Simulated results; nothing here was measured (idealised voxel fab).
The following process module bears the name voxel tone inversion.
The cross-section shown here is cut; it is 235 nm wide and divided into square cells measuring 5 nm on a side.
In what follows, cross-sections appear as grids of square cells, described through bands that run from the top down, where every band is one or more rows of cells.
In this notation a band is specified by the heights of its top and bottom, in that order and in nm, after which its materials appear from left to right, each paired with its width in nm. The word "everywhere" attached to a single material means that material fills the band from edge to edge; the word "blank" stands for empty space.
Height datum 0, below which the as-received substrate wafer is one material. Lowest band open at the bottom, running downward: "0 down".
Quick explanation for "30->40": the width changes in equal steps down the rows of cells, from the first number in the band's top row to the second number in its bottom row.
"nothing changed" after a step means that no cell of the cross-section changed.
Any empty space of 8 cells or more lacking an open way to the top shows up in "Sealed cavities" as width x height at distance, distance from the left edge, in nm.
after a step's settings: what the simulator itself notes on the step
The "overlay nm" setting may appear on a step's line; for a step that uses a mask, it gives how far to the right of its planned position the mask lay, and a negative value indicates the left.
**So here's the lineup of process steps we planned**
| 1 | RECEIVE, material Si |
| 2 | CONFORMAL_DEP, material SiCN, thk nm 5 |
| 3 | DIRECTIONAL_DEP, material aC, thk nm 25 |
| 4 | PATTERN, tone cover, mask id POSTS, material resist, width nm 20, pitch nm 45, thk nm 35, overlay nm 0 |
| 5 | DIRECTIONAL_ETCH, etch materials aC, depth nm 25 |
| 6 | STRIP, etch materials resist |
| 7 | FILL_DEP, material lowk, thk nm 10 |
| 8 | CMP, height nm 30 |
| 9 | STRIP, etch materials aC |
| 10 | CONFORMAL_DEP, material TiN, thk nm 5 |
| 11 | FILL_DEP, material Ru, thk nm 10 |
| 12 | CMP, height nm 30 |
| 13 | CONFORMAL_DEP, material SiCN, thk nm 5 |
**Cross-section of the incoming wafer, state after step 1**
- 0 down: Si everywhere
- Sealed cavities: none
**Wafer at module end, in section. Began as above, planned as above, run with one mistake**
- 45 to 40: SiCN everywhere
- 40 to 35: Ru everywhere
- 35 to 30: TiN (65) / Ru (10) / TiN (35) / Ru (10) / TiN (35) / Ru (10) / TiN (70)
- 30 to 10: lowk (60) / TiN (5) / Ru (10) / TiN (5) / lowk (25) / TiN (5) / Ru (10) / TiN (5) / lowk (25) / TiN (5) / Ru (10) / TiN (5) / lowk (65)
- 10 to 5: lowk (60) / TiN (20) / lowk (25) / TiN (20) / lowk (25) / TiN (20) / lowk (65)
- 5 to 0: SiCN everywhere
- 0 down: Si everywhere
- Sealed cavities: none
Run error: step 12, actual vs plan mismatch, actual run CMP, height nm 40
